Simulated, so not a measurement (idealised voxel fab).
The name of this process module is voxel capacitor over wiring.
The figure presents cross-section cut, which has a width of 255 nm and is divided into square cells with an edge length of 5 nm.
Bands, listed from the top down, are how a cross-section gets written in this document; the cross-section itself is a grid of square cells, and a band is one or more rows of them. For a band, the entry starts with two heights in nm, that of the top and then that of the bottom, and carries on with the band's materials in order from left to right, each alongside its width in nm; the word "all across" beside a single material means it fills the band edge to edge, and "blank" means empty space. For the purposes of this specification, 0 denotes the height below which the wafer in its as-received condition is composed wholly of one material, and the lowermost band, lacking a lower limit, extends downward without end, as expressed in "from 0 down". Note: "30->40" means the width goes from the first number (top row of the band) to the second number (bottom row) in equal steps per row of cells. Reading "no alteration" for a step: not a cell of the cross-section changed in it. Each empty space that has no open way to the top and spans at least 8 cells appears under "Sealed cavities" as width x height at distance, the distance counted from the left edge, all in nm. Note: text after step settings on the step line = simulator remark on that step. Among the settings permitted on a step's line is "overlay nm"; applied to a step with a mask, it specifies the extent to which the mask lay to the right of its planned position, whereas a negative figure signifies a position to the left. Each of the pairs that make up the rest of this document says: here is the cross-section before one process step, here is the cross-section after it, drawn only down to the lowest band that changed, and here, under the pair, is the step lying between them with its settings. Different pairs may come from different runs of this module on the same starting wafer, so a pair continues from the pair above it only where its entry headed "Pre-step profile" says so.
# Pre-step profile
    from 65 to 55 = TiN all across
    from 55 to 40 = SiO2 80 | Ru 15 | SiO2 160
    from 40 to 35 = SiCN 80 | Ru 15 | SiCN 160
    from 35 to 15 = SiO2 60 | TiN 5 | Ru 20 | TiN 5 | SiO2 65 | TiN 5 | Ru 20 | TiN 5 | SiO2 70
    from 15 to 10 = SiCN 60 | TiN 30 | SiCN 65 | TiN 30 | SiCN 70
    from 10 to 0 = SiO2 all across
    from 0 down = Si all across
    Sealed cavities: none
# Cross-Section Thereafter
    from 70 to 65 = HfO2 all across
    Nothing below the height 65 has changed.
    Sealed cavities: none
To go from the before cross-section above to the after cross-section, apply DIRECTIONAL_DEP, material HfO2, thk nm 5
Pre-step profile: cross-section not repeated; it is the one shown after the step in the pair just above.
# Cross-Section Thereafter
    from 80 to 70 = TiN all across
    Nothing below the height 70 has changed.
    Sealed cavities: none
To go from the before cross-section above to the after cross-section, apply DIRECTIONAL_DEP, material TiN, thk nm 10
Pre-step profile: cross-section not repeated; it is the one shown after the step in the pair just above.
# Cross-Section Thereafter
    from 80 to 70 = blank 80 | TiN 70 | blank 105
    Nothing below the height 70 has changed.
    Sealed cavities: none
To go from the before cross-section above to the after cross-section, apply MASKED_ETCH, tone cover, mask id UPPER_PLATE, width nm 70, etch materials TiN, depth nm 10, overlay nm 0
Pre-step profile: cross-section not repeated; it is the one shown after the step in the pair just above.
# Cross-Section Thereafter
    from 80 to 70 = blank 80 | TiN 70 | blank 105
    from 70 to 65 = blank 80 | HfO2 70 | blank 105
    Nothing below the height 65 has changed.
    Sealed cavities: none
To go from the before cross-section above to the after cross-section, apply MASKED_ETCH, tone cover, mask id UPPER_PLATE, width nm 70, etch materials HfO2, depth nm 5, overlay nm 0
Pre-step profile: cross-section not repeated; it is the one shown after the step in the pair just above.
# Cross-Section Thereafter
    from 95 to 80 = blank 80 | aC 70 | blank 105
    from 80 to 70 = aC 80 | TiN 70 | aC 105
    from 70 to 65 = aC 80 | HfO2 70 | aC 105
    Nothing below the height 65 has changed.
    Sealed cavities: none
To go from the before cross-section above to the after cross-section, apply DIRECTIONAL_DEP, material aC, thk nm 15
Pre-step profile: cross-section not repeated; it is the one shown after the step in the pair just above.
# Cross-Section Thereafter
    from 130 to 95 = blank 75 | resist 80 | blank 100
    from 95 to 80 = blank 75 | resist 5 | aC 70 | resist 5 | blank 100
    Nothing below the height 80 has changed.
    Sealed cavities: none
To go from the before cross-section above to the after cross-section, apply PATTERN, tone cover, mask id LOWER_PLATE, material resist, width nm 80, thk nm 35, overlay nm 0
Pre-step profile: cross-section not repeated; it is the one shown after the step in the pair just above.
# Cross-Section Thereafter
    from 115 to 95 = blank 75 | resist 80 | blank 100
    from 95 to 80 = blank 75 | resist 5 | aC 70 | resist 5 | blank 100
    from 80 to 70 = blank 75 | aC 5 | TiN 70 | aC 5 | blank 100
    from 70 to 65 = blank 75 | aC 5 | HfO2 70 | aC 5 | blank 100
    Nothing below the height 65 has changed.
    Sealed cavities: none
To go from the before cross-section above to the after cross-section, apply DIRECTIONAL_ETCH, etch materials aC, depth nm 15
Pre-step profile: cross-section not repeated; it is the one shown after the step in the pair just above.
# Cross-Section Thereafter
    from 95 to 80 = blank 80 | aC 70 | blank 105
    Nothing below the height 80 has changed.
    Sealed cavities: none
To go from the before cross-section above to the after cross-section, apply STRIP, etch materials resist
Pre-step profile: cross-section not repeated; it is the one shown after the step in the pair just above.
# Cross-Section Thereafter
    from 95 to 80 = blank 80 | aC 70 | blank 105
    from 80 to 70 = blank 75 | aC 5 | TiN 70 | aC 5 | blank 100
    from 70 to 65 = blank 75 | aC 5 | HfO2 70 | aC 5 | blank 100
    from 65 to 55 = blank 75 | TiN 80 | blank 100
    Nothing below the height 55 has changed.
    Sealed cavities: none
To go from the before cross-section above to the after cross-section, apply DIRECTIONAL_ETCH, etch materials TiN, depth nm 10
Pre-step profile: cross-section not repeated; it is the one shown after the step in the pair just above.
# Cross-Section Thereafter
    from 80 to 70 = blank 80 | TiN 70 | blank 105
    from 70 to 65 = blank 80 | HfO2 70 | blank 105
    Nothing below the height 65 has changed.
    Sealed cavities: none
To go from the before cross-section above to the after cross-section, apply STRIP, etch materials aC
Pre-step profile: cross-section not repeated; it is the one shown after the step in the pair just above.
# Cross-Section Thereafter
    from 95 to 80 = SiO2 all across
    from 80 to 70 = SiO2 80 | TiN 70 | SiO2 105
    from 70 to 65 = SiO2 80 | HfO2 70 | SiO2 105
    from 65 to 55 = SiO2 75 | TiN 80 | SiO2 100
    Nothing below the height 55 has changed.
    Sealed cavities: none
To go from the before cross-section above to the after cross-section, apply FILL_DEP, material SiO2, thk nm 15
Pre-step profile: cross-section not repeated; it is the one shown after the step in the pair just above.
# Cross-Section Thereafter
    from 90 to 80 = SiO2 all across
    Nothing below the height 80 has changed.
    Sealed cavities: none
To go from the before cross-section above to the after cross-section, apply CMP, height nm 90
Pre-step profile: cross-section not repeated; it is the one shown after the step in the pair just above.
# Cross-Section Thereafter
    from 105 to 90 = aC all across
    Nothing below the height 90 has changed.
    Sealed cavities: none
To go from the before cross-section above to the after cross-section, apply DIRECTIONAL_DEP, material aC, thk nm 15
Pre-step profile: cross-section not repeated; it is the one shown after the step in the pair just above.
# Cross-Section Thereafter
    from 135 to 105 = resist 90 | blank 15 | resist 150
    Nothing below the height 105 has changed.
    Sealed cavities: none
To go from the before cross-section above to the after cross-section, apply PATTERN, tone open, mask id PLUG_2, material resist, width nm 15, thk nm 30, overlay nm 0
Pre-step profile: cross-section not repeated; it is the one shown after the step in the pair just above.
# Cross-Section Thereafter
    from 120 to 105 = resist 90 | blank 15 | resist 150
    from 105 to 90 = aC 90 | blank 15 | aC 150
    Nothing below the height 90 has changed.
    Sealed cavities: none
To go from the before cross-section above to the after cross-section, apply DIRECTIONAL_ETCH, etch materials aC, depth nm 15
Pre-step profile: cross-section not repeated; it is the one shown after the step in the pair just above.
# Cross-Section Thereafter
    from 105 to 90 = aC 90 | blank 15 | aC 150
    Nothing below the height 90 has changed.
    Sealed cavities: none
To go from the before cross-section above to the after cross-section, apply STRIP, etch materials resist
Pre-step profile: cross-section not repeated; it is the one shown after the step in the pair just above.
# Cross-Section Thereafter
    from 105 to 90 = aC 90 | blank 15 | aC 150
    from 90 to 80 = SiO2 90 | blank 15 | SiO2 150
    Nothing below the height 80 has changed.
    Sealed cavities: none
To go from the before cross-section above to the after cross-section, apply DIRECTIONAL_ETCH, etch materials SiO2, depth nm 10
Pre-step profile: cross-section not repeated; it is the one shown after the step in the pair just above.
# Cross-Section Thereafter
    from 90 to 80 = SiO2 90 | blank 15 | SiO2 150
    Nothing below the height 80 has changed.
    Sealed cavities: none
To go from the before cross-section above to the after cross-section, apply STRIP, etch materials aC
Pre-step profile: cross-section not repeated; it is the one shown after the step in the pair just above.
# Cross-Section Thereafter
    from 95 to 90 = TiN 95 | blank 5 | TiN 155
    from 90 to 85 = SiO2 90 | TiN 5 | blank 5 | TiN 5 | SiO2 150
    from 85 to 80 = SiO2 90 | TiN 15 | SiO2 150
    Nothing below the height 80 has changed.
    Sealed cavities: none
To go from the before cross-section above to the after cross-section, apply CONFORMAL_DEP, material TiN, thk nm 5
Pre-step profile: cross-section not repeated; it is the one shown after the step in the pair just above.
# Cross-Section Thereafter
    from 105 to 95 = W all across
    from 95 to 90 = TiN 95 | W 5 | TiN 155
    from 90 to 85 = SiO2 90 | TiN 5 | W 5 | TiN 5 | SiO2 150
    Nothing below the height 85 has changed.
    Sealed cavities: none
To go from the before cross-section above to the after cross-section, apply FILL_DEP, material W, thk nm 10
Pre-step profile: cross-section not repeated; it is the one shown after the step in the pair just above.
# Cross-Section Thereafter
    from 90 to 85 = SiO2 90 | TiN 5 | W 5 | TiN 5 | SiO2 150
    Nothing below the height 85 has changed.
    Sealed cavities: none
To go from the before cross-section above to the after cross-section, apply CMP, height nm 90
Pre-step profile: cross-section not repeated; it is the one shown after the step in the pair just above.
# Cross-Section Thereafter
    from 95 to 90 = SiN all across
    Nothing below the height 90 has changed.
    Sealed cavities: none
To go from the before cross-section above to the after cross-section, apply CONFORMAL_DEP, material SiN, thk nm 5
# Pre-step profile
    from 90 to 85 = SiO2 90 | TiN 5 | W 5 | TiN 5 | SiO2 150
    from 85 to 80 = SiO2 90 | TiN 15 | SiO2 150
    from 80 to 70 = SiO2 80 | TiN 70 | SiO2 105
    from 70 to 65 = SiO2 80 | HfO2 70 | SiO2 105
    from 65 to 55 = SiO2 75 | TiN 80 | SiO2 100
    from 55 to 40 = SiO2 80 | Ru 15 | SiO2 160
    from 40 to 35 = SiCN 80 | Ru 15 | SiCN 160
    from 35 to 15 = SiO2 65 | TiN 5 | Ru 20 | TiN 5 | SiO2 65 | TiN 5 | Ru 20 | TiN 5 | SiO2 65
    from 15 to 10 = SiCN 65 | TiN 30 | SiCN 65 | TiN 30 | SiCN 65
    from 10 to 0 = SiO2 all across
    from 0 down = Si all across
    Sealed cavities: none
# Cross-Section Thereafter
    from 95 to 90 = Ru all across
    Nothing below the height 90 has changed.
    Sealed cavities: none
To go from the before cross-section above to the after cross-section, apply CONFORMAL_DEP, material Ru, thk nm 5
# Pre-step profile
    from 105 to 90 = aC all across
    from 90 to 80 = SiO2 all across
    from 80 to 70 = SiO2 80 | TiN 70 | SiO2 105
    from 70 to 65 = SiO2 80 | HfO2 70 | SiO2 105
    from 65 to 55 = SiO2 75 | TiN 80 | SiO2 100
    from 55 to 40 = SiO2 80 | Ru 15 | SiO2 160
    from 40 to 35 = SiCN 80 | Ru 15 | SiCN 160
    from 35 to 15 = SiO2 65 | TiN 5 | Ru 20 | TiN 5 | SiO2 65 | TiN 5 | Ru 20 | TiN 5 | SiO2 65
    from 15 to 10 = SiCN 65 | TiN 30 | SiCN 65 | TiN 30 | SiCN 65
    from 10 to 0 = SiO2 all across
    from 0 down = Si all across
    Sealed cavities: none
# Cross-Section Thereafter
    from 135 to 105 = blank 90 | resist 15 | blank 150
    Nothing below the height 105 has changed.
    Sealed cavities: none
To go from the before cross-section above to the after cross-section, apply PATTERN, tone cover, mask id PLUG_2, material resist, width nm 15, thk nm 30, overlay nm 0
Pre-step profile: cross-section not repeated; it is the one shown after the step in the pair just above.
# Cross-Section Thereafter
    from 120 to 105 = blank 90 | resist 15 | blank 150
    from 105 to 90 = blank 90 | aC 15 | blank 150
    Nothing below the height 90 has changed.
    Sealed cavities: none
To go from the before cross-section above to the after cross-section, apply DIRECTIONAL_ETCH, etch materials aC, depth nm 15
Pre-step profile: cross-section not repeated; it is the one shown after the step in the pair just above.
# Cross-Section Thereafter
    from 105 to 90 = blank 90 | aC 15 | blank 150
    Nothing below the height 90 has changed.
    Sealed cavities: none
To go from the before cross-section above to the after cross-section, apply STRIP, etch materials resist
Pre-step profile: cross-section not repeated; it is the one shown after the step in the pair just above.
# Cross-Section Thereafter
    from 105 to 90 = blank 90 | aC 15 | blank 150
    from 90 to 80 = blank 90 | SiO2 15 | blank 150
    Nothing below the height 80 has changed.
    Sealed cavities: none
To go from the before cross-section above to the after cross-section, apply DIRECTIONAL_ETCH, etch materials SiO2, depth nm 10
Pre-step profile: cross-section not repeated; it is the one shown after the step in the pair just above.
# Cross-Section Thereafter
    from 90 to 80 = blank 90 | SiO2 15 | blank 150
    Nothing below the height 80 has changed.
    Sealed cavities: none
To go from the before cross-section above to the after cross-section, apply STRIP, etch materials aC
Pre-step profile: cross-section not repeated; it is the one shown after the step in the pair just above.
# Cross-Section Thereafter
    from 95 to 90 = blank 85 | TiN 25 | blank 145
    from 90 to 85 = blank 85 | TiN 5 | SiO2 15 | TiN 5 | blank 145
    from 85 to 80 = TiN 90 | SiO2 15 | TiN 150
    Nothing below the height 80 has changed.
    Sealed cavities: none
To go from the before cross-section above to the after cross-section, apply CONFORMAL_DEP, material TiN, thk nm 5
Pre-step profile: cross-section not repeated; it is the one shown after the step in the pair just above.
# Cross-Section Thereafter
    from 105 to 95 = W all across
    from 95 to 90 = W 85 | TiN 25 | W 145
    from 90 to 85 = W 85 | TiN 5 | SiO2 15 | TiN 5 | W 145
    Nothing below the height 85 has changed.
    Sealed cavities: none
To go from the before cross-section above to the after cross-section, apply FILL_DEP, material W, thk nm 10
Pre-step profile: cross-section not repeated; it is the one shown after the step in the pair just above.
# Cross-Section Thereafter
    from 90 to 85 = W 85 | TiN 5 | SiO2 15 | TiN 5 | W 145
    Nothing below the height 85 has changed.
    Sealed cavities: none
To go from the before cross-section above to the after cross-section, apply CMP, height nm 90
Pre-step profile: cross-section not repeated; it is the one shown after the step in the pair just above.
# Cross-Section Thereafter
    from 95 to 90 = SiN all across
    Nothing below the height 90 has changed.
    Sealed cavities: none
To go from the before cross-section above to the after cross-section, apply CONFORMAL_DEP, material SiN, thk nm 5
